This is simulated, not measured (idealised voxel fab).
process module | voxel gate over fins
cross-section cut | 230 nm wide | cells 5 nm
A cross-section is a grid of square cells, given in bands from the top down. A band is one or more rows of cells.
Each band's line starts with the height of the band's top and of its bottom, in nm. Then come its materials from left to right, each with its width in nm. One material with "throughout" fills the band from edge to edge. "air" is empty space.
Height 0 is the level under which the wafer as received is all one material. The lowest band goes on downwards, as in "0 down".
A width such as "30 to 40" changes by the same amount from each row of cells to the next, from the band's top row to its bottom row.
"no change" after a step means that no cell of the cross-section changed.
closed voids: empty space of 8 cells or more with no open way to the top, each as width x height at its distance from the left edge, in nm
after a step's settings: what the simulator itself notes on the step
overlay nm, on a step with a mask: how far to the right of its planned place the mask lay; to the left if negative
plan
1 op RECEIVE | material Si
2 op CONFORMAL_DEP | material SiN | thk nm 10
3 op PATTERN | tone cover | mask id FINS | material resist | width nm 15 | pitch nm 50 | thk nm 15 | overlay nm 0
4 op DIRECTIONAL_ETCH | etch materials SiN | depth nm 10
5 op DIRECTIONAL_ETCH | etch materials Si | depth nm 35
6 op STRIP | etch materials resist
7 op OXIDIZE | depth nm 5
8 op FILL_DEP | material SiO2 | thk nm 5
9 op CMP | height nm 10
10 op DIRECTIONAL_DEP | material aC | thk nm 10
11 op PATTERN | tone open | mask id RAIL | material resist | width nm 15 | thk nm 30 | overlay nm 0
12 op DIRECTIONAL_ETCH | etch materials aC | depth nm 10
13 op STRIP | etch materials resist
14 op DIRECTIONAL_ETCH | etch materials SiO2 | depth nm 40
15 op STRIP | etch materials aC
16 op CONFORMAL_DEP | material TiN | thk nm 5
17 op FILL_DEP | material W | thk nm 10
18 op CMP | height nm 10
19 op SELECTIVE_ETCH | etch materials W Ru TiN | depth nm 25
20 op FILL_DEP | material SiO2 | thk nm 5
21 op CMP | height nm 10
22 op SELECTIVE_ETCH | etch materials SiO2 | depth nm 20
23 op STRIP | etch materials SiN
24 op CONFORMAL_DEP | material HfO2 | thk nm 5
25 op CONFORMAL_DEP | material TiN | thk nm 5
26 op CONFORMAL_DEP | material TiAl | thk nm 5
27 op CONFORMAL_DEP | material TiN | thk nm 5
28 op FILL_DEP | material W | thk nm 15
29 op CMP | height nm 30
30 op CONFORMAL_DEP | material SiCN | thk nm 5
varied across the wafers: width nm of step 11. The plan shows the first wafer's value. All wafers start alike
first wafer as received, after step 1
  0 down: Si throughout
  closed voids: none
first wafer at the end, after step 30
  35 to 30: SiCN throughout
  30 to 20: W throughout
  20 to 15: W 40 | TiN 45 | W 5 | TiN 45 | W 5 | TiN 45 | W 45
  15 to 10: W 40 | TiN 5 | TiAl 35 | TiN 5 | W 5 | TiN 5 | TiAl 35 | TiN 5 | W 5 | TiN 5 | TiAl 35 | TiN 5 | W 45
  10 to 5: TiN 45 | TiAl 5 | TiN 25 | TiAl 5 | TiN 15 | TiAl 5 | TiN 25 | TiAl 5 | TiN 15 | TiAl 5 | TiN 25 | TiAl 5 | TiN 50
  5 to 0: TiAl 50 | TiN 5 | HfO2 15 | TiN 5 | TiAl 25 | TiN 5 | HfO2 15 | TiN 5 | TiAl 25 | TiN 5 | HfO2 15 | TiN 5 | TiAl 55
  0 to -5: TiN 55 | HfO2 5 | Si 5 | HfO2 5 | TiN 35 | HfO2 5 | Si 5 | HfO2 5 | TiN 35 | HfO2 5 | Si 5 | HfO2 5 | TiN 60
  -5 to -10: HfO2 60 | Si 5 | HfO2 45 | Si 5 | HfO2 45 | Si 5 | HfO2 65
  -10 to -15: SiO2 60 | Si 5 | SiO2 45 | Si 5 | SiO2 45 | Si 5 | SiO2 65
  -15 to -25: SiO2 60 | Si 5 | SiO2 15 | TiN 5 | W 5 | TiN 5 | SiO2 15 | Si 5 | SiO2 45 | Si 5 | SiO2 65
  -25 to -30: SiO2 60 | Si 5 | SiO2 15 | TiN 15 | SiO2 15 | Si 5 | SiO2 45 | Si 5 | SiO2 65
  -30 to -40: SiO2 60 | Si 5 | SiO2 45 | Si 5 | SiO2 45 | Si 5 | SiO2 65
  -40 down: Si throughout
  closed voids: none
last wafer at the end
  35 to 30: SiCN throughout
  30 to 20: W throughout
  20 to 15: W 40 | TiN 45 | W 5 | TiN 45 | W 5 | TiN 45 | W 45
  15 to 10: W 40 | TiN 5 | TiAl 35 | TiN 5 | W 5 | TiN 5 | TiAl 35 | TiN 5 | W 5 | TiN 5 | TiAl 35 | TiN 5 | W 45
  10 to 5: TiN 45 | TiAl 5 | TiN 25 | TiAl 5 | TiN 15 | TiAl 5 | TiN 25 | TiAl 5 | TiN 15 | TiAl 5 | TiN 25 | TiAl 5 | TiN 50
  5 to 0: TiAl 50 | TiN 5 | HfO2 15 | TiN 5 | TiAl 25 | TiN 5 | HfO2 15 | TiN 5 | TiAl 25 | TiN 5 | HfO2 15 | TiN 5 | TiAl 55
  0 to -5: TiN 55 | HfO2 5 | Si 5 | HfO2 5 | TiN 35 | HfO2 5 | Si 5 | HfO2 5 | TiN 35 | HfO2 5 | Si 5 | HfO2 5 | TiN 60
  -5 to -10: HfO2 60 | Si 5 | HfO2 45 | Si 5 | HfO2 45 | Si 5 | HfO2 65
  -10 to -15: SiO2 60 | Si 5 | SiO2 45 | Si 5 | SiO2 45 | Si 5 | SiO2 65
  -15 to -25: SiO2 60 | Si 5 | SiO2 10 | TiN 5 | W 20 | TiN 5 | SiO2 5 | Si 5 | SiO2 45 | Si 5 | SiO2 65
  -25 to -30: SiO2 60 | Si 5 | SiO2 10 | TiN 30 | SiO2 5 | Si 5 | SiO2 45 | Si 5 | SiO2 65
  -30 to -40: SiO2 60 | Si 5 | SiO2 45 | Si 5 | SiO2 45 | Si 5 | SiO2 65
  -40 down: Si throughout
  closed voids: none
each wafer at the end: cells of each material gained (+) or lost (-) since it was received, then its closed voids
width nm 15 | +58 HfO2 | -344 Si | +46 SiCN | +249 SiO2 | +58 TiAl | +123 TiN | +132 W | closed voids: none
width nm 20 | +58 HfO2 | -344 Si | +46 SiCN | +246 SiO2 | +58 TiAl | +124 TiN | +134 W | closed voids: none
width nm 25 | +58 HfO2 | -344 Si | +46 SiCN | +243 SiO2 | +58 TiAl | +125 TiN | +136 W | closed voids: none
width nm 30 | +58 HfO2 | -344 Si | +46 SiCN | +240 SiO2 | +58 TiAl | +126 TiN | +138 W | closed voids: none
